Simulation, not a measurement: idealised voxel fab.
Presented below is a process module, voxel wiring stack.
Xsec cut, 220 nm wide, square cell size 5 nm.
Cross-section format: a grid of square cells, given as bands from top to bottom; each band is one or more rows of cells. Heights first: top, then bottom, in nm. Then materials, left to right, each with a width in nm. "all across" on a single material: fills the band edge to edge. "air": empty space. Measure heights from 0. That's the level where, below it, the as-received wafer is all one material. The lowest band is bottomless and extends downward; write it as in "0 nm and below". The notation "30->40" denotes a width that varies across the rows of cells in the band, beginning at the first number in the top row, finishing at the second number in the bottom row, and changing by an identical amount from each row to the next. No cell of the cross-section changed in a step that is given as "nothing got changed". Entry "Sealed void list" = empty spaces >= 8 cells with no open way to the top; each as width x height at distance, distance from left edge, all nm. If you see something after the settings on a step's line, that's the simulator's own remark about that step. Steps that use a mask can have "overlay nm" on their line. It says how far the mask sat to the right of where it was meant to be. Negative means to the left.

These are the steps we planned for the process:
1) RECEIVE, material Si
2) CONFORMAL_DEP, material SiO2, thk nm 15
3) CONFORMAL_DEP, material SiN, thk nm 5
4) DIRECTIONAL_DEP, material SiO2, thk nm 25
5) PATTERN, tone open, mask id METAL_1, material resist, width nm 25, pitch nm 50, thk nm 20, overlay nm 0
6) DIRECTIONAL_ETCH, etch materials SiO2, depth nm 25
7) DIRECTIONAL_ETCH, etch materials SiN, depth nm 5
8) STRIP, etch materials resist
9) CONFORMAL_DEP, material TiN, thk nm 5
10) FILL_DEP, material W, thk nm 5
11) CMP, height nm 45
12) CONFORMAL_DEP, material SiCN, thk nm 5
13) DIRECTIONAL_DEP, material SiO2, thk nm 10
14) PATTERN, tone open, mask id PLUG_1, material resist, width nm 15, pitch nm 50, thk nm 20, overlay nm 0
15) DIRECTIONAL_ETCH, etch materials SiO2, depth nm 10
16) DIRECTIONAL_ETCH, etch materials SiCN, depth nm 5
17) STRIP, etch materials resist
18) EPI, material Ru, thk nm 10
19) EPI, material Ru, thk nm 5
20) DIRECTIONAL_DEP, material TiN, thk nm 5
21) DIRECTIONAL_DEP, material Ru, thk nm 25
22) PATTERN, tone cover, mask id METAL_2, material resist, width nm 25, pitch nm 50, thk nm 15, overlay nm 0
23) DIRECTIONAL_ETCH, etch materials Ru, depth nm 25
24) DIRECTIONAL_ETCH, etch materials TiN, depth nm 5
25) STRIP, etch materials resist
26) FILL_DEP, material SiO2, thk nm 10
27) CMP, height nm 90
28) CONFORMAL_DEP, material SiN, thk nm 5

Wafer as received: cross-section following step 1:
- 0 nm and below: Si all across
- Sealed void list: none

Figure: cross-sectional view of the wafer upon completion of the module, processed from the initial state and according to the plan depicted above, with one error introduced during execution:
- 95 nm to 90 nm: SiN all across
- 90 nm to 65 nm: SiO2 (70) | Ru (25) | SiO2 (25) | Ru (25) | SiO2 (75)
- 65 nm to 60 nm: SiO2 (70) | TiN (25) | SiO2 (25) | TiN (25) | SiO2 (75)
- 60 nm to 50 nm: SiO2 (70) | Ru (15) | SiO2 (35) | Ru (15) | SiO2 (85)
- 50 nm to 45 nm: SiCN (70) | Ru (15) | SiCN (35) | Ru (15) | SiCN (85)
- 45 nm to 25 nm: SiO2 (70) | TiN (5) | W (15) | TiN (5) | SiO2 (25) | TiN (5) | W (15) | TiN (5) | SiO2 (75)
- 25 nm to 20 nm: SiO2 (70) | TiN (25) | SiO2 (25) | TiN (25) | SiO2 (75)
- 20 nm to 5 nm: SiO2 all across
- 5 nm to 0 nm: SiN all across
- 0 nm and below: Si all across
- Sealed void list: none
What broke from the plan during processing? ran 2 and 3 in swapped order versus the plan
